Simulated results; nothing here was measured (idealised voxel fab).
This is a process module. Its name is voxel trench capacitor.
This is section cut - it's 165 nm across, gridded in 5 nm square cells.
Notation: cross-section as square-cell grid; stated in bands, top first, going down; one or more cell rows per band. Look at the band entry: it leads with the top's height and the bottom's height in nm. Then it lists the materials left to right, with a width in nm for each. The word "everywhere" on a single material says that material fills the band edge to edge. The word "empty" is empty space. All heights in this document are referenced to 0, defined as the level beneath which the wafer, as received, consists entirely of one material. The lowest band is not bounded below; it extends indefinitely downward and is written in the form "0 -> down". A width given as "30 to 40" starts at the first number in the band's top row and ends at the second number in its bottom row, shifting by an equal amount at every step from row to row. "no change" for a step: no cell of the cross-section changed in that step. "Listed closed voids" enumerates empty spaces isolated from the top, with no open way to it, that contain at least 8 cells, giving each as width x height at distance from the left edge, all three in nm. If you see something after the settings on a step's line, that's the simulator's own remark about that step. You can add "overlay nm" to a step's line. For a step with a mask, it describes how far the mask lay to the right of its planned position, and a negative number describes a lay to the left. Note: before/after cross-section pairs follow, one process step per pair, after-side truncated at the lowest changed band, step and settings given beneath. Different runs of this module on the same starting wafer may supply the pairs; a pair continues the one above only where the "Pre-step geometry" entry says so.
-- Pre-step geometry
- 0 -> down: Si everywhere
- Listed closed voids: none
-- Resulting Cross-Section
- 10 -> 0: SiN everywhere
- All layers under 0 are left as they were.
- Listed closed voids: none
Between the two cross-sections you see above, the step is CONFORMAL_DEP (material SiN; thk nm 10)
Pre-step geometry: the wafer arrives at this step looking as the after cross-section in the pair just above shows it.
-- Resulting Cross-Section
- 20 -> 10: aC everywhere
- All layers under 10 are left as they were.
- Listed closed voids: none
Between the two cross-sections you see above, the step is DIRECTIONAL_DEP (material aC; thk nm 10)
Pre-step geometry: the wafer arrives at this step looking as the after cross-section in the pair just above shows it.
-- Resulting Cross-Section
- 50 -> 20: resist 45 | empty 25 | resist 25 | empty 25 | resist 45
- All layers under 20 are left as they were.
- Listed closed voids: none
Between the two cross-sections you see above, the step is PATTERN (tone open; mask id TRENCH; material resist; width nm 25; pitch nm 50; thk nm 30; overlay nm 0)
Pre-step geometry: the wafer arrives at this step looking as the after cross-section in the pair just above shows it.
-- Resulting Cross-Section
- 40 -> 20: resist 45 | empty 25 | resist 25 | empty 25 | resist 45
- 20 -> 10: aC 45 | empty 25 | aC 25 | empty 25 | aC 45
- All layers under 10 are left as they were.
- Listed closed voids: none
Between the two cross-sections you see above, the step is DIRECTIONAL_ETCH (etch materials aC; depth nm 10)
Pre-step geometry: the wafer arrives at this step looking as the after cross-section in the pair just above shows it.
-- Resulting Cross-Section
- 20 -> 10: aC 45 | empty 25 | aC 25 | empty 25 | aC 45
- All layers under 10 are left as they were.
- Listed closed voids: none
Between the two cross-sections you see above, the step is STRIP (etch materials resist)
Pre-step geometry: the wafer arrives at this step looking as the after cross-section in the pair just above shows it.
-- Resulting Cross-Section
- 20 -> 10: aC 45 | empty 25 | aC 25 | empty 25 | aC 45
- 10 -> 0: SiN 45 | empty 25 | SiN 25 | empty 25 | SiN 45
- All layers under 0 are left as they were.
- Listed closed voids: none
Between the two cross-sections you see above, the step is DIRECTIONAL_ETCH (etch materials SiN; depth nm 10)
Pre-step geometry: the wafer arrives at this step looking as the after cross-section in the pair just above shows it.
-- Resulting Cross-Section
- 20 -> 10: aC 45 | empty 25 | aC 25 | empty 25 | aC 45
- 10 -> 0: SiN 45 | empty 25 | SiN 25 | empty 25 | SiN 45
- 0 -> -30: Si 45 | empty 25 | Si 25 | empty 25 | Si 45
- All layers under -30 are left as they were.
- Listed closed voids: none
Between the two cross-sections you see above, the step is DIRECTIONAL_ETCH (etch materials Si; depth nm 30)
Pre-step geometry: the wafer arrives at this step looking as the after cross-section in the pair just above shows it.
-- Resulting Cross-Section
- 10 -> 0: SiN 45 | empty 25 | SiN 25 | empty 25 | SiN 45
- All layers under 0 are left as they were.
- Listed closed voids: none
Between the two cross-sections you see above, the step is STRIP (etch materials aC)
Pre-step geometry: the wafer arrives at this step looking as the after cross-section in the pair just above shows it.
-- Resulting Cross-Section
- 15 -> 10: HfO2 50 | empty 15 | HfO2 35 | empty 15 | HfO2 50
- 10 -> 0: SiN 45 | HfO2 5 | empty 15 | HfO2 5 | SiN 25 | HfO2 5 | empty 15 | HfO2 5 | SiN 45
- 0 -> -25: Si 45 | HfO2 5 | empty 15 | HfO2 5 | Si 25 | HfO2 5 | empty 15 | HfO2 5 | Si 45
- -25 -> -30: Si 45 | HfO2 25 | Si 25 | HfO2 25 | Si 45
- All layers under -30 are left as they were.
- Listed closed voids: none
Between the two cross-sections you see above, the step is CONFORMAL_DEP (material HfO2; thk nm 5)
Pre-step geometry: the wafer arrives at this step looking as the after cross-section in the pair just above shows it.
-- Resulting Cross-Section
- 20 -> 15: TiN 55 | empty 5 | TiN 45 | empty 5 | TiN 55
- 15 -> 10: HfO2 50 | TiN 5 | empty 5 | TiN 5 | HfO2 35 | TiN 5 | empty 5 | TiN 5 | HfO2 50
- 10 -> 0: SiN 45 | HfO2 5 | TiN 5 | empty 5 | TiN 5 | HfO2 5 | SiN 25 | HfO2 5 | TiN 5 | empty 5 | TiN 5 | HfO2 5 | SiN 45
- 0 -> -20: Si 45 | HfO2 5 | TiN 5 | empty 5 | TiN 5 | HfO2 5 | Si 25 | HfO2 5 | TiN 5 | empty 5 | TiN 5 | HfO2 5 | Si 45
- -20 -> -25: Si 45 | HfO2 5 | TiN 15 | HfO2 5 | Si 25 | HfO2 5 | TiN 15 | HfO2 5 | Si 45
- All layers under -25 are left as they were.
- Listed closed voids: none
Between the two cross-sections you see above, the step is CONFORMAL_DEP (material TiN; thk nm 5)
Pre-step geometry: the wafer arrives at this step looking as the after cross-section in the pair just above shows it.
-- Resulting Cross-Section
- 25 -> 20: W everywhere
- 20 -> 15: TiN 55 | W 5 | TiN 45 | W 5 | TiN 55
- 15 -> 10: HfO2 50 | TiN 5 | W 5 | TiN 5 | HfO2 35 | TiN 5 | W 5 | TiN 5 | HfO2 50
- 10 -> 0: SiN 45 | HfO2 5 | TiN 5 | W 5 | TiN 5 | HfO2 5 | SiN 25 | HfO2 5 | TiN 5 | W 5 | TiN 5 | HfO2 5 | SiN 45
- 0 -> -20: Si 45 | HfO2 5 | TiN 5 | W 5 | TiN 5 | HfO2 5 | Si 25 | HfO2 5 | TiN 5 | W 5 | TiN 5 | HfO2 5 | Si 45
- All layers under -20 are left as they were.
- Listed closed voids: none
Between the two cross-sections you see above, the step is FILL_DEP (material W; thk nm 5)
Pre-step geometry: the wafer arrives at this step looking as the after cross-section in the pair just above shows it.
-- Resulting Cross-Section
- 10 -> 0: SiN 45 | HfO2 5 | TiN 5 | W 5 | TiN 5 | HfO2 5 | SiN 25 | HfO2 5 | TiN 5 | W 5 | TiN 5 | HfO2 5 | SiN 45
- All layers under 0 are left as they were.
- Listed closed voids: none
Between the two cross-sections you see above, the step is CMP (height nm 10)
-- Pre-step geometry
- 10 -> 0: SiN 45 | empty 25 | SiN 25 | empty 25 | SiN 45
- 0 -> -30: Si 45 | empty 25 | Si 25 | empty 25 | Si 45
- -30 -> down: Si everywhere
- Listed closed voids: none
-- Resulting Cross-Section
- 15 -> 10: TiN 50 | empty 15 | TiN 35 | empty 15 | TiN 50
- 10 -> 0: SiN 45 | TiN 5 | empty 15 | TiN 5 | SiN 25 | TiN 5 | empty 15 | TiN 5 | SiN 45
- 0 -> -25: Si 45 | TiN 5 | empty 15 | TiN 5 | Si 25 | TiN 5 | empty 15 | TiN 5 | Si 45
- -25 -> -30: Si 45 | TiN 25 | Si 25 | TiN 25 | Si 45
- All layers under -30 are left as they were.
- Listed closed voids: none
Between the two cross-sections you see above, the step is CONFORMAL_DEP (material TiN; thk nm 5)
Pre-step geometry: the wafer arrives at this step looking as the after cross-section in the pair just above shows it.
-- Resulting Cross-Section
- 20 -> 15: W everywhere
- 15 -> 10: TiN 50 | W 15 | TiN 35 | W 15 | TiN 50
- 10 -> 0: SiN 45 | TiN 5 | W 15 | TiN 5 | SiN 25 | TiN 5 | W 15 | TiN 5 | SiN 45
- 0 -> -25: Si 45 | TiN 5 | W 15 | TiN 5 | Si 25 | TiN 5 | W 15 | TiN 5 | Si 45
- All layers under -25 are left as they were.
- Listed closed voids: none
Between the two cross-sections you see above, the step is FILL_DEP (material W; thk nm 5)
Pre-step geometry: the wafer arrives at this step looking as the after cross-section in the pair just above shows it.
-- Resulting Cross-Section
- 10 -> 0: SiN 45 | TiN 5 | W 15 | TiN 5 | SiN 25 | TiN 5 | W 15 | TiN 5 | SiN 45
- All layers under 0 are left as they were.
- Listed closed voids: none
Between the two cross-sections you see above, the step is CMP (height nm 10)
-- Pre-step geometry
- 20 -> 10: aC 45 | empty 25 | aC 25 | empty 25 | aC 45
- 10 -> 0: SiN 45 | empty 25 | SiN 25 | empty 25 | SiN 45
- 0 -> -30: Si 45 | empty 25 | Si 25 | empty 25 | Si 45
- -30 -> down: Si everywhere
- Listed closed voids: none
-- Resulting Cross-Section
- 20 -> 10: aC 45 | empty 25 | aC 25 | empty 25 | aC 45
- 10 -> 0: SiN 45 | empty 25 | SiN 25 | empty 25 | SiN 45
- 0 -> -60: Si 45 | empty 25 | Si 25 | empty 25 | Si 45
- All layers under -60 are left as they were.
- Listed closed voids: none
Between the two cross-sections you see above, the step is DIRECTIONAL_ETCH (etch materials Si; depth nm 30)
Pre-step geometry: the wafer arrives at this step looking as the after cross-section in the pair just above shows it.
-- Resulting Cross-Section
- 10 -> 0: SiN 45 | empty 25 | SiN 25 | empty 25 | SiN 45
- All layers under 0 are left as they were.
- Listed closed voids: none
Between the two cross-sections you see above, the step is STRIP (etch materials aC)
Pre-step geometry: the wafer arrives at this step looking as the after cross-section in the pair just above shows it.
-- Resulting Cross-Section
- 15 -> 10: HfO2 50 | empty 15 | HfO2 35 | empty 15 | HfO2 50
- 10 -> 0: SiN 45 | HfO2 5 | empty 15 | HfO2 5 | SiN 25 | HfO2 5 | empty 15 | HfO2 5 | SiN 45
- 0 -> -55: Si 45 | HfO2 5 | empty 15 | HfO2 5 | Si 25 | HfO2 5 | empty 15 | HfO2 5 | Si 45
- -55 -> -60: Si 45 | HfO2 25 | Si 25 | HfO2 25 | Si 45
- All layers under -60 are left as they were.
- Listed closed voids: none
Between the two cross-sections you see above, the step is CONFORMAL_DEP (material HfO2; thk nm 5)
Pre-step geometry: the wafer arrives at this step looking as the after cross-section in the pair just above shows it.
-- Resulting Cross-Section
- 20 -> 15: TiN 55 | empty 5 | TiN 45 | empty 5 | TiN 55
- 15 -> 10: HfO2 50 | TiN 5 | empty 5 | TiN 5 | HfO2 35 | TiN 5 | empty 5 | TiN 5 | HfO2 50
- 10 -> 0: SiN 45 | HfO2 5 | TiN 5 | empty 5 | TiN 5 | HfO2 5 | SiN 25 | HfO2 5 | TiN 5 | empty 5 | TiN 5 | HfO2 5 | SiN 45
- 0 -> -50: Si 45 | HfO2 5 | TiN 5 | empty 5 | TiN 5 | HfO2 5 | Si 25 | HfO2 5 | TiN 5 | empty 5 | TiN 5 | HfO2 5 | Si 45
- -50 -> -55: Si 45 | HfO2 5 | TiN 15 | HfO2 5 | Si 25 | HfO2 5 | TiN 15 | HfO2 5 | Si 45
- All layers under -55 are left as they were.
- Listed closed voids: none
Between the two cross-sections you see above, the step is CONFORMAL_DEP (material TiN; thk nm 5)
Pre-step geometry: the wafer arrives at this step looking as the after cross-section in the pair just above shows it.
-- Resulting Cross-Section
- 25 -> 20: W everywhere
- 20 -> 15: TiN 55 | W 5 | TiN 45 | W 5 | TiN 55
- 15 -> 10: HfO2 50 | TiN 5 | W 5 | TiN 5 | HfO2 35 | TiN 5 | W 5 | TiN 5 | HfO2 50
- 10 -> 0: SiN 45 | HfO2 5 | TiN 5 | W 5 | TiN 5 | HfO2 5 | SiN 25 | HfO2 5 | TiN 5 | W 5 | TiN 5 | HfO2 5 | SiN 45
- 0 -> -50: Si 45 | HfO2 5 | TiN 5 | W 5 | TiN 5 | HfO2 5 | Si 25 | HfO2 5 | TiN 5 | W 5 | TiN 5 | HfO2 5 | Si 45
- All layers under -50 are left as they were.
- Listed closed voids: none
Between the two cross-sections you see above, the step is FILL_DEP (material W; thk nm 5)
Pre-step geometry: the wafer arrives at this step looking as the after cross-section in the pair just above shows it.
-- Resulting Cross-Section
- 10 -> 0: SiN 45 | HfO2 5 | TiN 5 | W 5 | TiN 5 | HfO2 5 | SiN 25 | HfO2 5 | TiN 5 | W 5 | TiN 5 | HfO2 5 | SiN 45
- All layers under 0 are left as they were.
- Listed closed voids: none
Between the two cross-sections you see above, the step is CMP (height nm 10)
-- Pre-step geometry
- 15 -> 10: TiN 50 | empty 15 | TiN 35 | empty 15 | TiN 50
- 10 -> 0: SiN 45 | TiN 5 | empty 15 | TiN 5 | SiN 25 | TiN 5 | empty 15 | TiN 5 | SiN 45
- 0 -> -25: Si 45 | TiN 5 | empty 15 | TiN 5 | Si 25 | TiN 5 | empty 15 | TiN 5 | Si 45
- -25 -> -30: Si 45 | TiN 25 | Si 25 | TiN 25 | Si 45
- -30 -> down: Si everywhere
- Listed closed voids: none
-- Resulting Cross-Section
- 20 -> 15: HfO2 55 | empty 5 | HfO2 45 | empty 5 | HfO2 55
- 15 -> 10: TiN 50 | HfO2 5 | empty 5 | HfO2 5 | TiN 35 | HfO2 5 | empty 5 | HfO2 5 | TiN 50
- 10 -> 0: SiN 45 | TiN 5 | HfO2 5 | empty 5 | HfO2 5 | TiN 5 | SiN 25 | TiN 5 | HfO2 5 | empty 5 | HfO2 5 | TiN 5 | SiN 45
- 0 -> -20: Si 45 | TiN 5 | HfO2 5 | empty 5 | HfO2 5 | TiN 5 | Si 25 | TiN 5 | HfO2 5 | empty 5 | HfO2 5 | TiN 5 | Si 45
- -20 -> -25: Si 45 | TiN 5 | HfO2 15 | TiN 5 | Si 25 | TiN 5 | HfO2 15 | TiN 5 | Si 45
- All layers under -25 are left as they were.
- Listed closed voids: none
Between the two cross-sections you see above, the step is CONFORMAL_DEP (material HfO2; thk nm 5)
Pre-step geometry: the wafer arrives at this step looking as the after cross-section in the pair just above shows it.
-- Resulting Cross-Section
- 25 -> 20: W everywhere
- 20 -> 15: HfO2 55 | W 5 | HfO2 45 | W 5 | HfO2 55
- 15 -> 10: TiN 50 | HfO2 5 | W 5 | HfO2 5 | TiN 35 | HfO2 5 | W 5 | HfO2 5 | TiN 50
- 10 -> 0: SiN 45 | TiN 5 | HfO2 5 | W 5 | HfO2 5 | TiN 5 | SiN 25 | TiN 5 | HfO2 5 | W 5 | HfO2 5 | TiN 5 | SiN 45
- 0 -> -20: Si 45 | TiN 5 | HfO2 5 | W 5 | HfO2 5 | TiN 5 | Si 25 | TiN 5 | HfO2 5 | W 5 | HfO2 5 | TiN 5 | Si 45
- All layers under -20 are left as they were.
- Listed closed voids: none
Between the two cross-sections you see above, the step is FILL_DEP (material W; thk nm 5)
Pre-step geometry: the wafer arrives at this step looking as the after cross-section in the pair just above shows it.
-- Resulting Cross-Section
- 10 -> 0: SiN 45 | TiN 5 | HfO2 5 | W 5 | HfO2 5 | TiN 5 | SiN 25 | TiN 5 | HfO2 5 | W 5 | HfO2 5 | TiN 5 | SiN 45
- All layers under 0 are left as they were.
- Listed closed voids: none
Between the two cross-sections you see above, the step is CMP (height nm 10)
-- Pre-step geometry
- 0 -> down: Si everywhere
- Listed closed voids: none
-- Resulting Cross-Section
- 5 -> 0: SiN everywhere
- All layers under 0 are left as they were.
- Listed closed voids: none
Between the two cross-sections you see above, the step is CONFORMAL_DEP (material SiN; thk nm 5)
Pre-step geometry: the wafer arrives at this step looking as the after cross-section in the pair just above shows it.
-- Resulting Cross-Section
- 15 -> 5: aC everywhere
- All layers under 5 are left as they were.
- Listed closed voids: none
Between the two cross-sections you see above, the step is DIRECTIONAL_DEP (material aC; thk nm 10)
Pre-step geometry: the wafer arrives at this step looking as the after cross-section in the pair just above shows it.
-- Resulting Cross-Section
- 45 -> 15: resist 45 | empty 25 | resist 25 | empty 25 | resist 45
- All layers under 15 are left as they were.
- Listed closed voids: none
Between the two cross-sections you see above, the step is PATTERN (tone open; mask id TRENCH; material resist; width nm 25; pitch nm 50; thk nm 30; overlay nm 0)
Pre-step geometry: the wafer arrives at this step looking as the after cross-section in the pair just above shows it.
-- Resulting Cross-Section
- 35 -> 15: resist 45 | empty 25 | resist 25 | empty 25 | resist 45
- 15 -> 5: aC 45 | empty 25 | aC 25 | empty 25 | aC 45
- All layers under 5 are left as they were.
- Listed closed voids: none
Between the two cross-sections you see above, the step is DIRECTIONAL_ETCH (etch materials aC; depth nm 10)
Pre-step geometry: the wafer arrives at this step looking as the after cross-section in the pair just above shows it.
-- Resulting Cross-Section
- 15 -> 5: aC 45 | empty 25 | aC 25 | empty 25 | aC 45
- All layers under 5 are left as they were.
- Listed closed voids: none
Between the two cross-sections you see above, the step is STRIP (etch materials resist)
Pre-step geometry: the wafer arrives at this step looking as the after cross-section in the pair just above shows it.
-- Resulting Cross-Section
- 15 -> 5: aC 45 | empty 25 | aC 25 | empty 25 | aC 45
- 5 -> 0: SiN 45 | empty 25 | SiN 25 | empty 25 | SiN 45
- All layers under 0 are left as they were.
- Listed closed voids: none
Between the two cross-sections you see above, the step is DIRECTIONAL_ETCH (etch materials SiN; depth nm 10)
Pre-step geometry: the wafer arrives at this step looking as the after cross-section in the pair just above shows it.
-- Resulting Cross-Section
- 15 -> 5: aC 45 | empty 25 | aC 25 | empty 25 | aC 45
- 5 -> 0: SiN 45 | empty 25 | SiN 25 | empty 25 | SiN 45
- 0 -> -30: Si 45 | empty 25 | Si 25 | empty 25 | Si 45
- All layers under -30 are left as they were.
- Listed closed voids: none
Between the two cross-sections you see above, the step is DIRECTIONAL_ETCH (etch materials Si; depth nm 30)
Pre-step geometry: the wafer arrives at this step looking as the after cross-section in the pair just above shows it.
-- Resulting Cross-Section
- 5 -> 0: SiN 45 | empty 25 | SiN 25 | empty 25 | SiN 45
- All layers under 0 are left as they were.
- Listed closed voids: none
Between the two cross-sections you see above, the step is STRIP (etch materials aC)
Pre-step geometry: the wafer arrives at this step looking as the after cross-section in the pair just above shows it.
-- Resulting Cross-Section
- 10 -> 5: HfO2 50 | empty 15 | HfO2 35 | empty 15 | HfO2 50
- 5 -> 0: SiN 45 | HfO2 5 | empty 15 | HfO2 5 | SiN 25 | HfO2 5 | empty 15 | HfO2 5 | SiN 45
- 0 -> -25: Si 45 | HfO2 5 | empty 15 | HfO2 5 | Si 25 | HfO2 5 | empty 15 | HfO2 5 | Si 45
- -25 -> -30: Si 45 | HfO2 25 | Si 25 | HfO2 25 | Si 45
- All layers under -30 are left as they were.
- Listed closed voids: none
Between the two cross-sections you see above, the step is CONFORMAL_DEP (material HfO2; thk nm 5)
Pre-step geometry: the wafer arrives at this step looking as the after cross-section in the pair just above shows it.
-- Resulting Cross-Section
- 15 -> 10: TiN 55 | empty 5 | TiN 45 | empty 5 | TiN 55
- 10 -> 5: HfO2 50 | TiN 5 | empty 5 | TiN 5 | HfO2 35 | TiN 5 | empty 5 | TiN 5 | HfO2 50
- 5 -> 0: SiN 45 | HfO2 5 | TiN 5 | empty 5 | TiN 5 | HfO2 5 | SiN 25 | HfO2 5 | TiN 5 | empty 5 | TiN 5 | HfO2 5 | SiN 45
- 0 -> -20: Si 45 | HfO2 5 | TiN 5 | empty 5 | TiN 5 | HfO2 5 | Si 25 | HfO2 5 | TiN 5 | empty 5 | TiN 5 | HfO2 5 | Si 45
- -20 -> -25: Si 45 | HfO2 5 | TiN 15 | HfO2 5 | Si 25 | HfO2 5 | TiN 15 | HfO2 5 | Si 45
- All layers under -25 are left as they were.
- Listed closed voids: none
Between the two cross-sections you see above, the step is CONFORMAL_DEP (material TiN; thk nm 5)
Pre-step geometry: the wafer arrives at this step looking as the after cross-section in the pair just above shows it.
-- Resulting Cross-Section
- 20 -> 15: W everywhere
- 15 -> 10: TiN 55 | W 5 | TiN 45 | W 5 | TiN 55
- 10 -> 5: HfO2 50 | TiN 5 | W 5 | TiN 5 | HfO2 35 | TiN 5 | W 5 | TiN 5 | HfO2 50
- 5 -> 0: SiN 45 | HfO2 5 | TiN 5 | W 5 | TiN 5 | HfO2 5 | SiN 25 | HfO2 5 | TiN 5 | W 5 | TiN 5 | HfO2 5 | SiN 45
- 0 -> -20: Si 45 | HfO2 5 | TiN 5 | W 5 | TiN 5 | HfO2 5 | Si 25 | HfO2 5 | TiN 5 | W 5 | TiN 5 | HfO2 5 | Si 45
- All layers under -20 are left as they were.
- Listed closed voids: none
Between the two cross-sections you see above, the step is FILL_DEP (material W; thk nm 5)
Pre-step geometry: the wafer arrives at this step looking as the after cross-section in the pair just above shows it.
-- Resulting Cross-Section
- 10 -> 5: HfO2 50 | TiN 5 | W 5 | TiN 5 | HfO2 35 | TiN 5 | W 5 | TiN 5 | HfO2 50
- All layers under 5 are left as they were.
- Listed closed voids: none
Between the two cross-sections you see above, the step is CMP (height nm 10)
-- Pre-step geometry
- 20 -> 10: aC everywhere
- 10 -> 0: SiN everywhere
- 0 -> down: Si everywhere
- Listed closed voids: none
-- Resulting Cross-Section
- 50 -> 20: resist 50 | empty 15 | resist 35 | empty 15 | resist 50
- All layers under 20 are left as they were.
- Listed closed voids: none
Between the two cross-sections you see above, the step is PATTERN (tone open; mask id TRENCH; material resist; width nm 15; pitch nm 50; thk nm 30; overlay nm 0)
Pre-step geometry: the wafer arrives at this step looking as the after cross-section in the pair just above shows it.
-- Resulting Cross-Section
- 40 -> 20: resist 50 | empty 15 | resist 35 | empty 15 | resist 50
- 20 -> 10: aC 50 | empty 15 | aC 35 | empty 15 | aC 50
- All layers under 10 are left as they were.
- Listed closed voids: none
Between the two cross-sections you see above, the step is DIRECTIONAL_ETCH (etch materials aC; depth nm 10)
Pre-step geometry: the wafer arrives at this step looking as the after cross-section in the pair just above shows it.
-- Resulting Cross-Section
- 20 -> 10: aC 50 | empty 15 | aC 35 | empty 15 | aC 50
- All layers under 10 are left as they were.
- Listed closed voids: none
Between the two cross-sections you see above, the step is STRIP (etch materials resist)
Pre-step geometry: the wafer arrives at this step looking as the after cross-section in the pair just above shows it.
-- Resulting Cross-Section
- 20 -> 10: aC 50 | empty 15 | aC 35 | empty 15 | aC 50
- 10 -> 0: SiN 50 | empty 15 | SiN 35 | empty 15 | SiN 50
- All layers under 0 are left as they were.
- Listed closed voids: none
Between the two cross-sections you see above, the step is DIRECTIONAL_ETCH (etch materials SiN; depth nm 10)
Pre-step geometry: the wafer arrives at this step looking as the after cross-section in the pair just above shows it.
-- Resulting Cross-Section
- 20 -> 10: aC 50 | empty 15 | aC 35 | empty 15 | aC 50
- 10 -> 0: SiN 50 | empty 15 | SiN 35 | empty 15 | SiN 50
- 0 -> -30: Si 50 | empty 15 | Si 35 | empty 15 | Si 50
- All layers under -30 are left as they were.
- Listed closed voids: none
Between the two cross-sections you see above, the step is DIRECTIONAL_ETCH (etch materials Si; depth nm 30)
Pre-step geometry: the wafer arrives at this step looking as the after cross-section in the pair just above shows it.
-- Resulting Cross-Section
- 10 -> 0: SiN 50 | empty 15 | SiN 35 | empty 15 | SiN 50
- All layers under 0 are left as they were.
- Listed closed voids: none
Between the two cross-sections you see above, the step is STRIP (etch materials aC)
Pre-step geometry: the wafer arrives at this step looking as the after cross-section in the pair just above shows it.
-- Resulting Cross-Section
- 15 -> 10: HfO2 55 | empty 5 | HfO2 45 | empty 5 | HfO2 55
- 10 -> 0: SiN 50 | HfO2 5 | empty 5 | HfO2 5 | SiN 35 | HfO2 5 | empty 5 | HfO2 5 | SiN 50
- 0 -> -25: Si 50 | HfO2 5 | empty 5 | HfO2 5 | Si 35 | HfO2 5 | empty 5 | HfO2 5 | Si 50
- -25 -> -30: Si 50 | HfO2 15 | Si 35 | HfO2 15 | Si 50
- All layers under -30 are left as they were.
- Listed closed voids: none
Between the two cross-sections you see above, the step is CONFORMAL_DEP (material HfO2; thk nm 5)
Pre-step geometry: the wafer arrives at this step looking as the after cross-section in the pair just above shows it.
-- Resulting Cross-Section
- 20 -> 15: TiN everywhere
- 15 -> 10: HfO2 55 | TiN 5 | HfO2 45 | TiN 5 | HfO2 55
- 10 -> 0: SiN 50 | HfO2 5 | TiN 5 | HfO2 5 | SiN 35 | HfO2 5 | TiN 5 | HfO2 5 | SiN 50
- 0 -> -25: Si 50 | HfO2 5 | TiN 5 | HfO2 5 | Si 35 | HfO2 5 | TiN 5 | HfO2 5 | Si 50
- All layers under -25 are left as they were.
- Listed closed voids: none
Between the two cross-sections you see above, the step is CONFORMAL_DEP (material TiN; thk nm 5)
Pre-step geometry: the wafer arrives at this step looking as the after cross-section in the pair just above shows it.
-- Resulting Cross-Section
- 25 -> 20: W everywhere
- All layers under 20 are left as they were.
- Listed closed voids: none
Between the two cross-sections you see above, the step is FILL_DEP (material W; thk nm 5)
Pre-step geometry: the wafer arrives at this step looking as the after cross-section in the pair just above shows it.
-- Resulting Cross-Section
- 10 -> 0: SiN 50 | HfO2 5 | TiN 5 | HfO2 5 | SiN 35 | HfO2 5 | TiN 5 | HfO2 5 | SiN 50
- All layers under 0 are left as they were.
- Listed closed voids: none
Between the two cross-sections you see above, the step is CMP (height nm 10)
-- Pre-step geometry
- 20 -> 10: aC everywhere
- 10 -> 0: SiN everywhere
- 0 -> down: Si everywhere
- Listed closed voids: none
-- Resulting Cross-Section
- 50 -> 20: resist 40 | empty 25 | resist 25 | empty 25 | resist 50
- All layers under 20 are left as they were.
- Listed closed voids: none
Between the two cross-sections you see above, the step is PATTERN (tone open; mask id TRENCH; material resist; width nm 25; pitch nm 50; thk nm 30; overlay nm -5)
Pre-step geometry: the wafer arrives at this step looking as the after cross-section in the pair just above shows it.
-- Resulting Cross-Section
- 40 -> 20: resist 40 | empty 25 | resist 25 | empty 25 | resist 50
- 20 -> 10: aC 40 | empty 25 | aC 25 | empty 25 | aC 50
- All layers under 10 are left as they were.
- Listed closed voids: none
Between the two cross-sections you see above, the step is DIRECTIONAL_ETCH (etch materials aC; depth nm 10)
Pre-step geometry: the wafer arrives at this step looking as the after cross-section in the pair just above shows it.
-- Resulting Cross-Section
- 20 -> 10: aC 40 | empty 25 | aC 25 | empty 25 | aC 50
- All layers under 10 are left as they were.
- Listed closed voids: none
Between the two cross-sections you see above, the step is STRIP (etch materials resist)
Pre-step geometry: the wafer arrives at this step looking as the after cross-section in the pair just above shows it.
-- Resulting Cross-Section
- 20 -> 10: aC 40 | empty 25 | aC 25 | empty 25 | aC 50
- 10 -> 0: SiN 40 | empty 25 | SiN 25 | empty 25 | SiN 50
- All layers under 0 are left as they were.
- Listed closed voids: none
Between the two cross-sections you see above, the step is DIRECTIONAL_ETCH (etch materials SiN; depth nm 10)
Pre-step geometry: the wafer arrives at this step looking as the after cross-section in the pair just above shows it.
-- Resulting Cross-Section
- 20 -> 10: aC 40 | empty 25 | aC 25 | empty 25 | aC 50
- 10 -> 0: SiN 40 | empty 25 | SiN 25 | empty 25 | SiN 50
- 0 -> -30: Si 40 | empty 25 | Si 25 | empty 25 | Si 50
- All layers under -30 are left as they were.
- Listed closed voids: none
Between the two cross-sections you see above, the step is DIRECTIONAL_ETCH (etch materials Si; depth nm 30)
Pre-step geometry: the wafer arrives at this step looking as the after cross-section in the pair just above shows it.
-- Resulting Cross-Section
- 10 -> 0: SiN 40 | empty 25 | SiN 25 | empty 25 | SiN 50
- All layers under 0 are left as they were.
- Listed closed voids: none
Between the two cross-sections you see above, the step is STRIP (etch materials aC)
Pre-step geometry: the wafer arrives at this step looking as the after cross-section in the pair just above shows it.
-- Resulting Cross-Section
- 15 -> 10: HfO2 45 | empty 15 | HfO2 35 | empty 15 | HfO2 55
- 10 -> 0: SiN 40 | HfO2 5 | empty 15 | HfO2 5 | SiN 25 | HfO2 5 | empty 15 | HfO2 5 | SiN 50
- 0 -> -25: Si 40 | HfO2 5 | empty 15 | HfO2 5 | Si 25 | HfO2 5 | empty 15 | HfO2 5 | Si 50
- -25 -> -30: Si 40 | HfO2 25 | Si 25 | HfO2 25 | Si 50
- All layers under -30 are left as they were.
- Listed closed voids: none
Between the two cross-sections you see above, the step is CONFORMAL_DEP (material HfO2; thk nm 5)
Pre-step geometry: the wafer arrives at this step looking as the after cross-section in the pair just above shows it.
-- Resulting Cross-Section
- 20 -> 15: TiN 50 | empty 5 | TiN 45 | empty 5 | TiN 60
- 15 -> 10: HfO2 45 | TiN 5 | empty 5 | TiN 5 | HfO2 35 | TiN 5 | empty 5 | TiN 5 | HfO2 55
- 10 -> 0: SiN 40 | HfO2 5 | TiN 5 | empty 5 | TiN 5 | HfO2 5 | SiN 25 | HfO2 5 | TiN 5 | empty 5 | TiN 5 | HfO2 5 | SiN 50
- 0 -> -20: Si 40 | HfO2 5 | TiN 5 | empty 5 | TiN 5 | HfO2 5 | Si 25 | HfO2 5 | TiN 5 | empty 5 | TiN 5 | HfO2 5 | Si 50
- -20 -> -25: Si 40 | HfO2 5 | TiN 15 | HfO2 5 | Si 25 | HfO2 5 | TiN 15 | HfO2 5 | Si 50
- All layers under -25 are left as they were.
- Listed closed voids: none
Between the two cross-sections you see above, the step is CONFORMAL_DEP (material TiN; thk nm 5)
Pre-step geometry: the wafer arrives at this step looking as the after cross-section in the pair just above shows it.
-- Resulting Cross-Section
- 25 -> 20: W everywhere
- 20 -> 15: TiN 50 | W 5 | TiN 45 | W 5 | TiN 60
- 15 -> 10: HfO2 45 | TiN 5 | W 5 | TiN 5 | HfO2 35 | TiN 5 | W 5 | TiN 5 | HfO2 55
- 10 -> 0: SiN 40 | HfO2 5 | TiN 5 | W 5 | TiN 5 | HfO2 5 | SiN 25 | HfO2 5 | TiN 5 | W 5 | TiN 5 | HfO2 5 | SiN 50
- 0 -> -20: Si 40 | HfO2 5 | TiN 5 | W 5 | TiN 5 | HfO2 5 | Si 25 | HfO2 5 | TiN 5 | W 5 | TiN 5 | HfO2 5 | Si 50
- All layers under -20 are left as they were.
- Listed closed voids: none
Between the two cross-sections you see above, the step is FILL_DEP (material W; thk nm 5)
